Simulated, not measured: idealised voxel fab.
The process module presented herein is designated voxel self aligned vias.
For reference, the cross-section in this document is cut, with width 295 nm and square cells of 5 nm.
The cross-sections in this document take the form of a grid made of square cells. They are written out as bands, in order from top to bottom. Each band consists of one or more rows of cells.
It is stipulated that each band's entry specify, in nanometres, the height of the top of the band and then that of its bottom, followed by the materials of the band in left-to-right sequence, each together with its width in nanometres. A single material marked by the word "throughout" is understood to fill the band from edge to edge; the word "blank" is understood to denote empty space.
Where do heights start? At 0: under that level the wafer as delivered is made of one material only. And the lowest band has no floor; it just carries on downward, as in "0..down".
The notation "30 to 40" denotes a width that varies across the rows of cells in the band, beginning at the first number in the top row, finishing at the second number in the bottom row, and changing by an identical amount from each row to the next.
What does "no alteration" mean for a step? It means no cell of the cross-section changed in that step.
Enclosed voids (no open way to top), threshold 8 cells or more, entry "Enclosed cavity list", notation width x height at distance, distance from left edge, nm.
Formally, on a step line, whatever follows the settings is a remark that the simulator itself makes on the step.
Each step line may optionally specify "overlay nm", which for a step with a mask gives the rightward distance between the mask's planned place and where it lay, a negative value indicating the leftward direction.
PROCESS STEPS FORESEEN IN THE PLAN
| 1 | op RECEIVE | material Si |
| 2 | op CONFORMAL_DEP | material SiO2 | thk nm 10 |
| 3 | op CONFORMAL_DEP | material SiCN | thk nm 5 |
| 4 | op DIRECTIONAL_DEP | material SiO2 | thk nm 25 |
| 5 | op DIRECTIONAL_DEP | material aC | thk nm 15 |
| 6 | op PATTERN | tone open | mask id LINES | material resist | width nm 20 | pitch nm 55 | thk nm 30 | overlay nm 0 |
| 7 | op DIRECTIONAL_ETCH | etch materials aC | depth nm 15 |
| 8 | op STRIP | etch materials resist |
| 9 | op DIRECTIONAL_ETCH | etch materials SiO2 | depth nm 25 |
| 10 | op STRIP | etch materials aC |
| 11 | op CONFORMAL_DEP | material TiN | thk nm 5 |
| 12 | op FILL_DEP | material W | thk nm 10 |
| 13 | op CMP | height nm 40 |
| 14 | op SELECTIVE_ETCH | etch materials W Ru TiN | depth nm 5 |
| 15 | op FILL_DEP | material SiN | thk nm 5 |
| 16 | op CMP | height nm 40 |
| 17 | op DIRECTIONAL_DEP | material SiO2 | thk nm 20 |
| 18 | op MASKED_ETCH | tone open | mask id VIAS | width nm 30 | pitch nm 55 | etch materials SiO2 | depth nm 20 | overlay nm 0 |
| 19 | op MASKED_ETCH | tone open | mask id VIAS | width nm 30 | pitch nm 55 | etch materials SiN | depth nm 5 | overlay nm 0 |
| 20 | op CONFORMAL_DEP | material TiN | thk nm 5 |
| 21 | op FILL_DEP | material Ru | thk nm 10 |
| 22 | op CMP | height nm 60 |
| 23 | op CONFORMAL_DEP | material SiN | thk nm 5 |
THE FOLLOWING PERTAINS TO THE FIRST OF TWO WAFERS, WHICH WAS PROCESSED AS PLANNED
INCOMING WAFER IN CROSS-SECTION (STATE: AFTER STEP 1)
- 0..down: Si throughout
- Enclosed cavity list: none
WAFER AFTER STEP 2 (CROSS-SECTION)
- 10..0: SiO2 throughout
- Under the height 0 nothing was changed.
WAFER AFTER STEP 3 (CROSS-SECTION)
- 15..10: SiCN throughout
- Under the height 10 nothing was changed.
WAFER AFTER STEP 4 (CROSS-SECTION)
- 40..15: SiO2 throughout
- Under the height 15 nothing was changed.
WAFER AFTER STEP 5 (CROSS-SECTION)
- 55..40: aC throughout
- Under the height 40 nothing was changed.
WAFER AFTER STEP 6 (CROSS-SECTION)
- 85..55: resist (80) / blank (20) / resist (35) / blank (20) / resist (35) / blank (20) / resist (85)
- Under the height 55 nothing was changed.
WAFER AFTER STEP 7 (CROSS-SECTION)
- 70..55: resist (80) / blank (20) / resist (35) / blank (20) / resist (35) / blank (20) / resist (85)
- 55..40: aC (80) / blank (20) / aC (35) / blank (20) / aC (35) / blank (20) / aC (85)
- Under the height 40 nothing was changed.
WAFER AFTER STEP 8 (CROSS-SECTION)
- 55..40: aC (80) / blank (20) / aC (35) / blank (20) / aC (35) / blank (20) / aC (85)
- Under the height 40 nothing was changed.
WAFER AFTER STEP 9 (CROSS-SECTION)
- 55..40: aC (80) / blank (20) / aC (35) / blank (20) / aC (35) / blank (20) / aC (85)
- 40..15: SiO2 (80) / blank (20) / SiO2 (35) / blank (20) / SiO2 (35) / blank (20) / SiO2 (85)
- Under the height 15 nothing was changed.
WAFER AFTER STEP 10 (CROSS-SECTION)
- 40..15: SiO2 (80) / blank (20) / SiO2 (35) / blank (20) / SiO2 (35) / blank (20) / SiO2 (85)
- Under the height 15 nothing was changed.
WAFER AFTER STEP 11 (CROSS-SECTION)
- 45..40: TiN (85) / blank (10) / TiN (45) / blank (10) / TiN (45) / blank (10) / TiN (90)
- 40..20: SiO2 (80) / TiN (5) / blank (10) / TiN (5) / SiO2 (35) / TiN (5) / blank (10) / TiN (5) / SiO2 (35) / TiN (5) / blank (10) / TiN (5) / SiO2 (85)
- 20..15: SiO2 (80) / TiN (20) / SiO2 (35) / TiN (20) / SiO2 (35) / TiN (20) / SiO2 (85)
- Under the height 15 nothing was changed.
WAFER AFTER STEP 12 (CROSS-SECTION)
- 55..45: W throughout
- 45..40: TiN (85) / W (10) / TiN (45) / W (10) / TiN (45) / W (10) / TiN (90)
- 40..20: SiO2 (80) / TiN (5) / W (10) / TiN (5) / SiO2 (35) / TiN (5) / W (10) / TiN (5) / SiO2 (35) / TiN (5) / W (10) / TiN (5) / SiO2 (85)
- Under the height 20 nothing was changed.
WAFER AFTER STEP 13 (CROSS-SECTION)
- 40..20: SiO2 (80) / TiN (5) / W (10) / TiN (5) / SiO2 (35) / TiN (5) / W (10) / TiN (5) / SiO2 (35) / TiN (5) / W (10) / TiN (5) / SiO2 (85)
- Under the height 20 nothing was changed.
WAFER AFTER STEP 14 (CROSS-SECTION)
- 40..35: SiO2 (80) / blank (20) / SiO2 (35) / blank (20) / SiO2 (35) / blank (20) / SiO2 (85)
- Under the height 35 nothing was changed.
WAFER AFTER STEP 15 (CROSS-SECTION)
- 45..40: SiN throughout
- 40..35: SiO2 (80) / SiN (20) / SiO2 (35) / SiN (20) / SiO2 (35) / SiN (20) / SiO2 (85)
- Under the height 35 nothing was changed.
WAFER AFTER STEP 16 (CROSS-SECTION)
- 40..35: SiO2 (80) / SiN (20) / SiO2 (35) / SiN (20) / SiO2 (35) / SiN (20) / SiO2 (85)
- Under the height 35 nothing was changed.
WAFER AFTER STEP 17 (CROSS-SECTION)
- 60..40: SiO2 throughout
- Under the height 40 nothing was changed.
WAFER AFTER STEP 18 (CROSS-SECTION)
- 60..40: SiO2 (75) / blank (30) / SiO2 (25) / blank (30) / SiO2 (25) / blank (30) / SiO2 (80)
- Under the height 40 nothing was changed.
WAFER AFTER STEP 19 (CROSS-SECTION)
- 60..40: SiO2 (75) / blank (30) / SiO2 (25) / blank (30) / SiO2 (25) / blank (30) / SiO2 (80)
- 40..35: SiO2 (80) / blank (20) / SiO2 (35) / blank (20) / SiO2 (35) / blank (20) / SiO2 (85)
- Under the height 35 nothing was changed.
WAFER AFTER STEP 20 (CROSS-SECTION)
- 65..60: TiN (80) / blank (20) / TiN (35) / blank (20) / TiN (35) / blank (20) / TiN (85)
- 60..45: SiO2 (75) / TiN (5) / blank (20) / TiN (5) / SiO2 (25) / TiN (5) / blank (20) / TiN (5) / SiO2 (25) / TiN (5) / blank (20) / TiN (5) / SiO2 (80)
- 45..40: SiO2 (75) / TiN (10) / blank (10) / TiN (10) / SiO2 (25) / TiN (10) / blank (10) / TiN (10) / SiO2 (25) / TiN (10) / blank (10) / TiN (10) / SiO2 (80)
- 40..35: SiO2 (80) / TiN (20) / SiO2 (35) / TiN (20) / SiO2 (35) / TiN (20) / SiO2 (85)
- Under the height 35 nothing was changed.
WAFER AFTER STEP 21 (CROSS-SECTION)
- 75..65: Ru throughout
- 65..60: TiN (80) / Ru (20) / TiN (35) / Ru (20) / TiN (35) / Ru (20) / TiN (85)
- 60..45: SiO2 (75) / TiN (5) / Ru (20) / TiN (5) / SiO2 (25) / TiN (5) / Ru (20) / TiN (5) / SiO2 (25) / TiN (5) / Ru (20) / TiN (5) / SiO2 (80)
- 45..40: SiO2 (75) / TiN (10) / Ru (10) / TiN (10) / SiO2 (25) / TiN (10) / Ru (10) / TiN (10) / SiO2 (25) / TiN (10) / Ru (10) / TiN (10) / SiO2 (80)
- Under the height 40 nothing was changed.
WAFER AFTER STEP 22 (CROSS-SECTION)
- 60..45: SiO2 (75) / TiN (5) / Ru (20) / TiN (5) / SiO2 (25) / TiN (5) / Ru (20) / TiN (5) / SiO2 (25) / TiN (5) / Ru (20) / TiN (5) / SiO2 (80)
- Under the height 45 nothing was changed.
WAFER AFTER STEP 23 (CROSS-SECTION)
- 65..60: SiN throughout
- Under the height 60 nothing was changed.
IT IS TO BE NOTED THAT THE SECOND WAFER PROCEEDED FROM THE SAME INITIAL STATE AND ACCORDING TO THE SAME PLAN AS THE FIRST, ALTHOUGH ONE MISTAKE WAS COMMITTED IN ITS EXECUTION; THROUGH STEP 19, INCLUSIVE, THE TWO WAFERS SHARE AN IDENTICAL HISTORY
CROSS-SECTIONAL REPRESENTATION OF THE SECOND WAFER AT THE TIME DESIGNATED IN THE PLAN FOR THE COMPLETION OF STEP 20
- 65..60: aC (80) / blank (20) / aC (35) / blank (20) / aC (35) / blank (20) / aC (85)
- 60..45: SiO2 (75) / aC (5) / blank (20) / aC (5) / SiO2 (25) / aC (5) / blank (20) / aC (5) / SiO2 (25) / aC (5) / blank (20) / aC (5) / SiO2 (80)
- 45..40: SiO2 (75) / aC (10) / blank (10) / aC (10) / SiO2 (25) / aC (10) / blank (10) / aC (10) / SiO2 (25) / aC (10) / blank (10) / aC (10) / SiO2 (80)
- 40..35: SiO2 (80) / aC (20) / SiO2 (35) / aC (20) / SiO2 (35) / aC (20) / SiO2 (85)
- Under the height 35 nothing was changed.
CROSS-SECTIONAL REPRESENTATION OF THE SECOND WAFER AT THE TIME DESIGNATED IN THE PLAN FOR THE COMPLETION OF STEP 21
- 75..65: Ru throughout
- 65..60: aC (80) / Ru (20) / aC (35) / Ru (20) / aC (35) / Ru (20) / aC (85)
- 60..45: SiO2 (75) / aC (5) / Ru (20) / aC (5) / SiO2 (25) / aC (5) / Ru (20) / aC (5) / SiO2 (25) / aC (5) / Ru (20) / aC (5) / SiO2 (80)
- 45..40: SiO2 (75) / aC (10) / Ru (10) / aC (10) / SiO2 (25) / aC (10) / Ru (10) / aC (10) / SiO2 (25) / aC (10) / Ru (10) / aC (10) / SiO2 (80)
- Under the height 40 nothing was changed.
CROSS-SECTIONAL REPRESENTATION OF THE SECOND WAFER AT THE TIME DESIGNATED IN THE PLAN FOR THE COMPLETION OF STEP 22
- 60..45: SiO2 (75) / aC (5) / Ru (20) / aC (5) / SiO2 (25) / aC (5) / Ru (20) / aC (5) / SiO2 (25) / aC (5) / Ru (20) / aC (5) / SiO2 (80)
- Under the height 45 nothing was changed.
CROSS-SECTIONAL REPRESENTATION OF THE SECOND WAFER AT THE TIME DESIGNATED IN THE PLAN FOR THE COMPLETION OF STEP 23
- 65..60: SiN throughout
- Under the height 60 nothing was changed.
Misprocessing identified: step 20 ran differently from the plan; actual operation with settings: op CONFORMAL_DEP | material aC | thk nm 5
It is noted that, at the conclusion of processing, the second wafer exhibits a higher or lower cell count for certain materials relative to the first: -42 TiN, +42 aC
